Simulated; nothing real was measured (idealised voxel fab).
Documented hereafter: the process module known as voxel tone inversion.
Each square cell in cross-section cut measures 5 nm, and the section as a whole is 275 nm wide.
Cross-section layout: square cells on a grid; listed as bands, top to bottom; a band spans one or more cell rows.
Band entry format. Leading values: height of top, height of bottom, nm. Remainder: materials in left-to-right order, each with its width in nm. Special words: "edge to edge" on a single material, which then fills the band edge to edge; "blank", empty space.
Heads up on the height convention: 0 is the point under which the incoming wafer is all one material, and the lowest band has no bottom, it just keeps going down, like "top 0, no bottom".
Graded width ("30..40"): value in top row of band = first number; value in bottom row = second number; row-to-row change constant.
Where a step carries "no alterations made", the cross-section came out of it unchanged, cell for cell.
Voids, enclosed: empty space of 8 cells or more with no open way to the top, each as width x height at its distance from the left edge, in nm
On each step's line, the part that comes after the settings is the simulator's own comment on the step.
A step line may carry the setting "overlay nm", which, for steps involving a mask, states the distance by which the mask lay to the right of its intended position; negative values denote displacement to the left.

Listed below are the process steps as planned:
1. RECEIVE,material Si
2. CONFORMAL_DEP,material SiCN,thk nm 10
3. DIRECTIONAL_DEP,material polySi,thk nm 15
4. PATTERN,tone cover,mask id POSTS,material resist,width nm 20,pitch nm 40,thk nm 25,overlay nm 0
5. DIRECTIONAL_ETCH,etch materials polySi,depth nm 15
6. STRIP,etch materials resist
7. FILL_DEP,material lowk,thk nm 10
8. CMP,height nm 25
9. STRIP,etch materials polySi
10. CONFORMAL_DEP,material TiN,thk nm 5
11. FILL_DEP,material Ru,thk nm 10
12. CMP,height nm 25
13. CONFORMAL_DEP,material SiN,thk nm 5

Cross-section of the wafer at receipt, which is the condition after step 1:
  top 0, no bottom: Si edge to edge
  Voids, enclosed: none

Below is the wafer in cross-section after the module was completed. It began from the starting point shown above and followed the plan shown above, except that one mistake was made while running it:
  top 30, bottom 25: SiN edge to edge
  top 25, bottom 15: SiCN edge to edge
  top 15, bottom 0: polySi edge to edge
  top 0, no bottom: Si edge to edge
  Voids, enclosed: none
Which mistake was made when the wafer was run? ran 2 and 3 in swapped order versus the plan
